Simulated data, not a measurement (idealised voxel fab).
process module | voxel self aligned contacts
cross-section cut | 165 nm wide | cells 5 nm
A cross-section is a grid of square cells, given in bands from the top down. A band is one or more rows of cells.
Each band's line starts with the height of the band's top and of its bottom, in nm. Then come its materials from left to right, each with its width in nm. One material with "throughout" fills the band from edge to edge. "air" is empty space.
Height 0 is the level under which the wafer as received is all one material. The lowest band goes on downwards, as in "0 down".
A width such as "30 to 40" changes by the same amount from each row of cells to the next, from the band's top row to its bottom row.
"no change" after a step means that no cell of the cross-section changed.
closed voids: empty space of 8 cells or more with no open way to the top, each as width x height at its distance from the left edge, in nm
after a step's settings: what the simulator itself notes on the step
overlay nm, on a step with a mask: how far to the right of its planned place the mask lay; to the left if negative
plan
1 op RECEIVE | material Si
2 op OXIDIZE | depth nm 5
3 op DIRECTIONAL_DEP | material polySi | thk nm 30
4 op DIRECTIONAL_DEP | material SiN | thk nm 15
5 op PATTERN | tone cover | mask id GATE | material resist | width nm 30 | pitch nm 60 | thk nm 15 | overlay nm 0
6 op DIRECTIONAL_ETCH | etch materials SiN | depth nm 15
7 op DIRECTIONAL_ETCH | etch materials polySi | depth nm 30
8 op STRIP | etch materials resist
9 op CONFORMAL_DEP | material SiN | thk nm 5
10 op DIRECTIONAL_ETCH | etch materials SiN | depth nm 5
11 op FILL_DEP | material SiO2 | thk nm 20
12 op CMP | height nm 55
13 op PATTERN | tone open | mask id CONTACT | material resist | width nm 40 | thk nm 15 | overlay nm 0
14 op DIRECTIONAL_ETCH | etch materials SiO2 | depth nm 60
15 op STRIP | etch materials resist
16 op CONFORMAL_DEP | material TiN | thk nm 5
17 op FILL_DEP | material Ru | thk nm 10
18 op CMP | height nm 55
19 op CONFORMAL_DEP | material SiN | thk nm 5
as received, after step 1
  0 down: Si throughout
  closed voids: none
a wafer at the end: this start, this plan, one mistake
  60 to 55: SiN throughout
  55 to 35: SiO2 30 | SiN 5 | polySi 30 | SiN 5 | TiN 5 | Ru 10 | TiN 5 | SiN 5 | polySi 30 | SiN 5 | SiO2 35
  35 to 30: SiO2 30 | SiN 5 | polySi 30 | SiN 5 | TiN 20 | SiN 5 | polySi 30 | SiN 5 | SiO2 35
  30 to 0: polySi throughout
  0 to -5: SiO2 throughout
  -5 down: Si throughout
  closed voids: none
what went wrong: step 3 was run twice
